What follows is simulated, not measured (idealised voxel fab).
process module | voxel air gaps
cross-section cut | 175 nm wide | cells 5 nm
A cross-section is a grid of square cells, given in bands from the top down. A band is one or more rows of cells.
Each band's line starts with the height of the band's top and of its bottom, in nm. Then come its materials from left to right, each with its width in nm. One material with "throughout" fills the band from edge to edge. "air" is empty space.
Height 0 is the level under which the wafer as received is all one material. The lowest band goes on downwards, as in "0 down".
A width such as "30 to 40" changes by the same amount from each row of cells to the next, from the band's top row to its bottom row.
"no change" after a step means that no cell of the cross-section changed.
closed voids: empty space of 8 cells or more with no open way to the top, each as width x height at its distance from the left edge, in nm
after a step's settings: what the simulator itself notes on the step
overlay nm, on a step with a mask: how far to the right of its planned place the mask lay; to the left if negative
plan
1 op RECEIVE | material Si
2 op CONFORMAL_DEP | material SiO2 | thk nm 15
3 op CONFORMAL_DEP | material SiN | thk nm 5
4 op DIRECTIONAL_DEP | material SiO2 | thk nm 30
5 op MASKED_ETCH | tone open | mask id LINES | width nm 15 | pitch nm 40 | etch materials SiO2 | depth nm 30 | overlay nm 0
6 op CONFORMAL_DEP | material TiN | thk nm 5
7 op FILL_DEP | material W | thk nm 10
8 op CMP | height nm 50
9 op EPI | material Ru | thk nm 10
10 op SELECTIVE_ETCH | etch materials SiO2 | depth nm 40
11 op CONFORMAL_DEP | material SiN | thk nm 5
first wafer, as planned
as received, after step 1
  0 down: Si throughout
  closed voids: none
after step 2
  15 to 0: SiO2 throughout
  below 0: unchanged
after step 3
  20 to 15: SiN throughout
  below 15: unchanged
after step 4
  50 to 20: SiO2 throughout
  below 20: unchanged
after step 5
  50 to 20: SiO2 20 | air 15 | SiO2 25 | air 15 | SiO2 25 | air 15 | SiO2 25 | air 15 | SiO2 20
  below 20: unchanged
after step 6
  55 to 50: TiN 25 | air 5 | TiN 35 | air 5 | TiN 35 | air 5 | TiN 35 | air 5 | TiN 25
  50 to 25: SiO2 20 | TiN 5 | air 5 | TiN 5 | SiO2 25 | TiN 5 | air 5 | TiN 5 | SiO2 25 | TiN 5 | air 5 | TiN 5 | SiO2 25 | TiN 5 | air 5 | TiN 5 | SiO2 20
  25 to 20: SiO2 20 | TiN 15 | SiO2 25 | TiN 15 | SiO2 25 | TiN 15 | SiO2 25 | TiN 15 | SiO2 20
  below 20: unchanged
after step 7
  65 to 55: W throughout
  55 to 50: TiN 25 | W 5 | TiN 35 | W 5 | TiN 35 | W 5 | TiN 35 | W 5 | TiN 25
  50 to 25: SiO2 20 | TiN 5 | W 5 | TiN 5 | SiO2 25 | TiN 5 | W 5 | TiN 5 | SiO2 25 | TiN 5 | W 5 | TiN 5 | SiO2 25 | TiN 5 | W 5 | TiN 5 | SiO2 20
  below 25: unchanged
after step 8
  50 to 25: SiO2 20 | TiN 5 | W 5 | TiN 5 | SiO2 25 | TiN 5 | W 5 | TiN 5 | SiO2 25 | TiN 5 | W 5 | TiN 5 | SiO2 25 | TiN 5 | W 5 | TiN 5 | SiO2 20
  below 25: unchanged
after step 9
  60 to 50: air 10 | Ru 35 | air 5 | Ru 35 | air 5 | Ru 35 | air 5 | Ru 35 | air 10
  below 50: unchanged
after step 10
  60 to 50: air 10 | Ru 35 | air 5 | Ru 35 | air 5 | Ru 35 | air 5 | Ru 35 | air 10
  50 to 25: air 20 | TiN 5 | W 5 | TiN 5 | air 25 | TiN 5 | W 5 | TiN 5 | air 25 | TiN 5 | W 5 | TiN 5 | air 25 | TiN 5 | W 5 | TiN 5 | air 20
  25 to 20: air 20 | TiN 15 | air 25 | TiN 15 | air 25 | TiN 15 | air 25 | TiN 15 | air 20
  below 20: unchanged
after step 11
  65 to 60: air 5 | SiN 165 | air 5
  60 to 50: air 5 | SiN 5 | Ru 35 | SiN 5 | Ru 35 | SiN 5 | Ru 35 | SiN 5 | Ru 35 | SiN 5 | air 5
  50 to 45: air 5 | SiN 15 | TiN 5 | W 5 | TiN 5 | SiN 25 | TiN 5 | W 5 | TiN 5 | SiN 25 | TiN 5 | W 5 | TiN 5 | SiN 25 | TiN 5 | W 5 | TiN 5 | SiN 15 | air 5
  45 to 25: air 15 | SiN 5 | TiN 5 | W 5 | TiN 5 | SiN 5 | air 15 | SiN 5 | TiN 5 | W 5 | TiN 5 | SiN 5 | air 15 | SiN 5 | TiN 5 | W 5 | TiN 5 | SiN 5 | air 15 | SiN 5 | TiN 5 | W 5 | TiN 5 | SiN 5 | air 15
  25 to 20: SiN 20 | TiN 15 | SiN 25 | TiN 15 | SiN 25 | TiN 15 | SiN 25 | TiN 15 | SiN 20
  below 20: unchanged
  closed voids: 15 x 20 at 40; 15 x 20 at 80; 15 x 20 at 120
second wafer: like start, like plan, one mistake. Through step 4 it matches the first wafer
when step 5 should have ended
  50 to 20: air 20 | SiO2 15 | air 25 | SiO2 15 | air 25 | SiO2 15 | air 25 | SiO2 15 | air 20
  below 20: unchanged
when step 6 should have ended
  55 to 50: air 15 | TiN 25 | air 15 | TiN 25 | air 15 | TiN 25 | air 15 | TiN 25 | air 15
  50 to 25: air 15 | TiN 5 | SiO2 15 | TiN 5 | air 15 | TiN 5 | SiO2 15 | TiN 5 | air 15 | TiN 5 | SiO2 15 | TiN 5 | air 15 | TiN 5 | SiO2 15 | TiN 5 | air 15
  25 to 20: TiN 20 | SiO2 15 | TiN 25 | SiO2 15 | TiN 25 | SiO2 15 | TiN 25 | SiO2 15 | TiN 20
  below 20: unchanged
when step 7 should have ended
  65 to 55: W throughout
  55 to 50: W 15 | TiN 25 | W 15 | TiN 25 | W 15 | TiN 25 | W 15 | TiN 25 | W 15
  50 to 25: W 15 | TiN 5 | SiO2 15 | TiN 5 | W 15 | TiN 5 | SiO2 15 | TiN 5 | W 15 | TiN 5 | SiO2 15 | TiN 5 | W 15 | TiN 5 | SiO2 15 | TiN 5 | W 15
  below 25: unchanged
when step 8 should have ended
  50 to 25: W 15 | TiN 5 | SiO2 15 | TiN 5 | W 15 | TiN 5 | SiO2 15 | TiN 5 | W 15 | TiN 5 | SiO2 15 | TiN 5 | W 15 | TiN 5 | SiO2 15 | TiN 5 | W 15
  below 25: unchanged
when step 9 should have ended
  60 to 50: Ru throughout
  below 50: unchanged
when step 10 should have ended: no change
when step 11 should have ended
  65 to 60: SiN throughout
  below 60: unchanged
what went wrong: step 5 ran as: op MASKED_ETCH | tone cover | mask id LINES | width nm 15 | pitch nm 40 | etch materials SiO2 | depth nm 30 | overlay nm 0
at the end the second wafer has, in cells: 14 more of Ru | 84 fewer of SiN | 72 more of SiO2 | 11 more of TiN | 55 more of W
closed voids at the end (first wafer, second wafer): 3, 0
